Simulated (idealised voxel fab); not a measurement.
process module | voxel double patterning
cross-section cut | 280 nm wide | cells 5 nm
A cross-section is a grid of square cells, given in bands from the top down. A band is one or more rows of cells.
Each band's line starts with the height of the band's top and of its bottom, in nm. Then come its materials from left to right, each with its width in nm. One material with "throughout" fills the band from edge to edge. "air" is empty space.
Height 0 is the level under which the wafer as received is all one material. The lowest band goes on downwards, as in "0 down".
A width such as "30 to 40" changes by the same amount from each row of cells to the next, from the band's top row to its bottom row.
"no change" after a step means that no cell of the cross-section changed.
closed voids: empty space of 8 cells or more with no open way to the top, each as width x height at its distance from the left edge, in nm
after a step's settings: what the simulator itself notes on the step
overlay nm, on a step with a mask: how far to the right of its planned place the mask lay; to the left if negative
plan
1 op RECEIVE | material Si
2 op CONFORMAL_DEP | material SiO2 | thk nm 5
3 op DIRECTIONAL_DEP | material W | thk nm 10
4 op DIRECTIONAL_DEP | material SiN | thk nm 10
5 op MASKED_ETCH | tone open | mask id FIRST | width nm 15 | pitch nm 50 | etch materials SiN | depth nm 10 | overlay nm 0
6 op PATTERN | tone open | mask id SECOND | material resist | width nm 15 | pitch nm 50 | thk nm 15 | overlay nm 0
7 op DIRECTIONAL_ETCH | etch materials SiN | depth nm 10
8 op STRIP | etch materials resist
9 op DIRECTIONAL_ETCH | etch materials W | depth nm 10
10 op STRIP | etch materials SiN
as received, after step 1
  0 down: Si throughout
  closed voids: none
first wafer at the end, as planned
  15 to 5: W 80 | air 15 | W 10 | air 15 | W 10 | air 15 | W 10 | air 15 | W 10 | air 15 | W 85
  5 to 0: SiO2 throughout
  0 down: Si throughout
  closed voids: none
second wafer at the end: like start, like plan, one mistake
  15 to 5: W 80 | air 15 | W 20 | air 30 | W 20 | air 30 | W 85
  5 to 0: SiO2 throughout
  0 down: Si throughout
  closed voids: none
what went wrong: step 6 ran as: op PATTERN | tone open | mask id SECOND | material resist | width nm 15 | pitch nm 50 | thk nm 15 | overlay nm 10
at the end the second wafer has, in cells: as many of each material as the first, in other places
